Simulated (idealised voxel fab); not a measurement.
voxel air gaps: a process module
The cross-section on display is named cut; it measures 290 nm wide, and its cells are 5 nm squares.
Cross-section layout: square cells on a grid; listed as bands, top to bottom; a band spans one or more cell rows.
In this notation a band is specified by the heights of its top and bottom, in that order and in nm, after which its materials appear from left to right, each paired with its width in nm. The word "edge to edge" attached to a single material means that material fills the band from edge to edge; the word "air" stands for empty space.
Measure heights from 0. That's the level where, below it, the as-received wafer is all one material. The lowest band is bottomless and extends downward; write it as in "from 0 down".
So if you see something like "30 to 40" for the width, read it as the top row of the band sitting at the first number and the bottom row at the second, with every row in between moving by the same amount as the last.
"no alterations made" after a step means that no cell of the cross-section changed.
For the entry "Sealed void list", the listed items are empty spaces with no open way to the top whose size is 8 cells or more; each item follows the pattern width x height at distance, where distance is from the left edge and all three are in nm.
after a step's settings: what the simulator itself notes on the step
Each step line may optionally specify "overlay nm", which for a step with a mask gives the rightward distance between the mask's planned place and where it lay, a negative value indicating the leftward direction.

These are the steps we planned for the process
1,RECEIVE [material Si]
2,CONFORMAL_DEP [material SiO2] [thk nm 10]
3,CONFORMAL_DEP [material SiCN] [thk nm 5]
4,DIRECTIONAL_DEP [material lowk] [thk nm 40]
5,PATTERN [tone open] [mask id LINES] [material resist] [width nm 15] [pitch nm 40] [thk nm 15] [overlay nm 0]
6,DIRECTIONAL_ETCH [etch materials lowk] [depth nm 40]
7,STRIP [etch materials resist]
8,CONFORMAL_DEP [material TiN] [thk nm 5]
9,FILL_DEP [material Ru] [thk nm 10]
10,CMP [height nm 55]
11,EPI [material Ru] [thk nm 10]
12,SELECTIVE_ETCH [etch materials lowk] [depth nm 50]
13,CONFORMAL_DEP [material SiCN] [thk nm 5]

Cross-section of the wafer as it came to us, i.e., already through step 1
- from 0 down | Si edge to edge
- Sealed void list: none

First of two wafers at the end of the module, shown in cross-section; run carried out as planned
- from 70 to 65 | air 80 / SiCN 125 / air 85
- from 65 to 55 | air 80 / SiCN 5 / Ru 35 / SiCN 5 / Ru 35 / SiCN 5 / Ru 35 / SiCN 5 / air 85
- from 55 to 50 | air 80 / SiCN 15 / TiN 5 / Ru 5 / TiN 5 / SiCN 25 / TiN 5 / Ru 5 / TiN 5 / SiCN 25 / TiN 5 / Ru 5 / TiN 5 / SiCN 15 / air 85
- from 50 to 20 | air 90 / SiCN 5 / TiN 5 / Ru 5 / TiN 5 / SiCN 5 / air 15 / SiCN 5 / TiN 5 / Ru 5 / TiN 5 / SiCN 5 / air 15 / SiCN 5 / TiN 5 / Ru 5 / TiN 5 / SiCN 5 / air 95
- from 20 to 15 | SiCN 95 / TiN 15 / SiCN 25 / TiN 15 / SiCN 25 / TiN 15 / SiCN 100
- from 15 to 10 | SiCN edge to edge
- from 10 to 0 | SiO2 edge to edge
- from 0 down | Si edge to edge
- Sealed void list: 15 x 30 at 115; 15 x 30 at 155

Second wafer cross-section at end of module - shared start and plan with the first, one mistake in the run
- from 80 to 75 | air 70 / SiCN 145 / air 75
- from 75 to 55 | air 70 / SiCN 5 / Ru 135 / SiCN 5 / air 75
- from 55 to 50 | air 70 / SiCN 25 / TiN 5 / Ru 5 / TiN 5 / lowk 25 / TiN 5 / Ru 5 / TiN 5 / lowk 25 / TiN 5 / Ru 5 / TiN 5 / SiCN 25 / air 75
- from 50 to 20 | air 90 / SiCN 5 / TiN 5 / Ru 5 / TiN 5 / lowk 25 / TiN 5 / Ru 5 / TiN 5 / lowk 25 / TiN 5 / Ru 5 / TiN 5 / SiCN 5 / air 95
- from 20 to 15 | SiCN 95 / TiN 15 / lowk 25 / TiN 15 / lowk 25 / TiN 15 / SiCN 100
- from 15 to 10 | SiCN edge to edge
- from 10 to 0 | SiO2 edge to edge
- from 0 down | Si edge to edge
- Sealed void list: none
Want to know what went wrong? step 11 in the plan was executed twice
End check, counted in cells, second wafer has more or fewer of these materials than the first: Ru +66, SiCN -36, lowk +80
Final count of closed voids per wafer: 2 in the first, 0 in the second.
